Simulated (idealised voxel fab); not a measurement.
Process module in this document: voxel capacitor over wiring
Cross-section cut spans 190 nm and uses square cells 5 nm in size.
In what follows, cross-sections appear as grids of square cells, described through bands that run from the top down, where every band is one or more rows of cells.
Band: top and bottom heights (nm) first, top before bottom; then materials from left to right, widths in nm. "throughout" marks a sole material filling the band edge to edge. "empty" denotes empty space.
Where do heights start? At 0: under that level the wafer as delivered is made of one material only. And the lowest band has no floor; it just carries on downward, as in "0 down".
Quick explanation for "30->40": the width changes in equal steps down the rows of cells, from the first number in the band's top row to the second number in its bottom row.
What does "no alteration" mean for a step? It means no cell of the cross-section changed in that step.
Closed-off voids of 8+ cells (no open route to the top) go in "Entrapped void list", written width x height at distance from the left edge, in nm.
Formally, on a step line, whatever follows the settings is a remark that the simulator itself makes on the step.
overlay nm: on a step with a mask, how far right of its planned place the mask lay; negative means left.

-- These are the steps we planned for the process
1,RECEIVE,material Si
2,CONFORMAL_DEP,material SiO2,thk nm 10
3,DIRECTIONAL_DEP,material TiN,thk nm 5
4,DIRECTIONAL_DEP,material W,thk nm 15
5,DIRECTIONAL_DEP,material aC,thk nm 10
6,PATTERN,tone cover,mask id METAL_1,material resist,width nm 30,pitch nm 100,thk nm 25,overlay nm 0
7,DIRECTIONAL_ETCH,etch materials aC,depth nm 10
8,STRIP,etch materials resist
9,DIRECTIONAL_ETCH,etch materials W,depth nm 15
10,DIRECTIONAL_ETCH,etch materials TiN,depth nm 5
11,STRIP,etch materials aC
12,FILL_DEP,material SiO2,thk nm 10
13,CMP,height nm 30
14,CONFORMAL_DEP,material SiCN,thk nm 5
15,DIRECTIONAL_DEP,material SiO2,thk nm 20
16,PATTERN,tone open,mask id PLUG_1,material resist,width nm 15,thk nm 15,overlay nm 0
17,DIRECTIONAL_ETCH,etch materials SiO2,depth nm 20
18,DIRECTIONAL_ETCH,etch materials SiCN,depth nm 5
19,STRIP,etch materials resist
20,EPI,material Ru,thk nm 10
21,EPI,material Ru,thk nm 10
22,EPI,material Ru,thk nm 5
23,DIRECTIONAL_DEP,material TiN,thk nm 5
24,DIRECTIONAL_DEP,material HfO2,thk nm 5
25,DIRECTIONAL_DEP,material TiN,thk nm 10
26,DIRECTIONAL_DEP,material aC,thk nm 10
27,PATTERN,tone cover,mask id UPPER_PLATE,material resist,width nm 75,thk nm 30,overlay nm 0
28,DIRECTIONAL_ETCH,etch materials aC,depth nm 10
29,STRIP,etch materials resist
30,DIRECTIONAL_ETCH,etch materials TiN,depth nm 10
31,DIRECTIONAL_ETCH,etch materials HfO2,depth nm 5
32,STRIP,etch materials aC
33,DIRECTIONAL_DEP,material aC,thk nm 10
34,PATTERN,tone cover,mask id LOWER_PLATE,material resist,width nm 85,thk nm 25,overlay nm 0
35,DIRECTIONAL_ETCH,etch materials aC,depth nm 10
36,STRIP,etch materials resist
37,DIRECTIONAL_ETCH,etch materials TiN,depth nm 5
38,STRIP,etch materials aC
39,FILL_DEP,material SiO2,thk nm 15
40,CMP,height nm 85
41,DIRECTIONAL_DEP,material aC,thk nm 15
42,PATTERN,tone open,mask id PLUG_2,material resist,width nm 15,thk nm 35,overlay nm 0
43,DIRECTIONAL_ETCH,etch materials aC,depth nm 15
44,STRIP,etch materials resist
45,DIRECTIONAL_ETCH,etch materials SiO2,depth nm 10
46,STRIP,etch materials aC
47,CONFORMAL_DEP,material TiN,thk nm 5
48,FILL_DEP,material Ru,thk nm 5
49,CMP,height nm 85
50,CONFORMAL_DEP,material SiN,thk nm 5

-- Wafer cross-section on receipt, i.e. after step 1
    0 down: Si throughout
    Entrapped void list: none

-- What the wafer looks like in cross-section after this module, when it starts as shown above and follows the plan above but one mistake is made in running it
    90 to 85: SiN throughout
    85 to 80: 55 SiO2 | 5 TiN | 5 Ru | 5 TiN | 120 SiO2
    80 to 75: 55 SiO2 | 15 TiN | 120 SiO2
    75 to 65: 45 SiO2 | 75 TiN | 70 SiO2
    65 to 60: 45 SiO2 | 75 HfO2 | 70 SiO2
    60 to 55: 40 SiO2 | 85 TiN | 65 SiO2
    55 to 35: 45 SiO2 | 15 Ru | 130 SiO2
    35 to 30: 45 SiCN | 15 Ru | 130 SiCN
    30 to 15: 30 SiO2 | 30 W | 70 SiO2 | 30 W | 30 SiO2
    15 to 5: SiO2 throughout
    5 to 0: TiN throughout
    0 down: Si throughout
    Entrapped void list: none
Where did the run depart from the plan? sequence error: steps 2 and 3 interchanged
